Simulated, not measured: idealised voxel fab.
The following is a process module called voxel tone inversion.
Square cell edge 5 nm, section width 195 nm, ID cut.
How to read a cross-section here: the picture is a grid of square cells, written as bands going from the top down, and any band can span one or more rows of cells.
Basically the band line says how high the top is and how high the bottom is, in nm, and then what's in it from left to right, every material with its width in nm. Empty space shows up as "air", and if a single material carries "edge to edge" it runs the full band edge to edge.
Ref level 0: as-received wafer is one material below here. Bottom band extends down with no lower bound ("0..down").
When a width is written as two numbers, as in "30..40", the first number is the width in the top row of cells of the band and the second is the width in its bottom row, and the width changes by the same amount from each row to the next.
You'll sometimes find "nothing changed" written for a step, and that's the way of saying that nowhere in the cross-section did a cell change during that step.
Empty spaces counting at least 8 cells and having no open way to the top are listed in "Sealed voids". The notation width x height at distance is used for each, the distance being from the left edge and all three values in nm.
Step line, after settings: the simulator's comment on this step.
overlay nm: how far to the right of its planned place the mask lay on this masked step (negative: to the left).

# Steps in the process plan
1: RECEIVE (material Si)
2: CONFORMAL_DEP (material SiCN; thk nm 5)
3: DIRECTIONAL_DEP (material aC; thk nm 15)
4: PATTERN (tone cover; mask id POSTS; material resist; width nm 25; pitch nm 55; thk nm 25; overlay nm 0)
5: DIRECTIONAL_ETCH (etch materials aC; depth nm 15)
6: STRIP (etch materials resist)
7: FILL_DEP (material lowk; thk nm 5)
8: CMP (height nm 25)
9: STRIP (etch materials aC)
For this document, wafers share an identical start and vary in the step 2 thk nm; the plan quotes the first wafer's value.

# Cut through the first of several wafers as received, post step 1
0..down: Si edge to edge
Sealed voids: none

# Per wafer (row), end of module: delta in cells per material since receipt, (+) for gained, (-) for lost; closed voids after that
thk nm 5 | +39 SiCN | +45 aC | +111 lowk | Sealed voids: none
thk nm 10 | +78 SiCN | +72 lowk | Sealed voids: none
thk nm 15 | +117 SiCN | +48 lowk | Sealed voids: none
thk nm 20 | +156 SiCN | +24 lowk | Sealed voids: none
thk nm 25 | +195 SiCN | Sealed voids: none
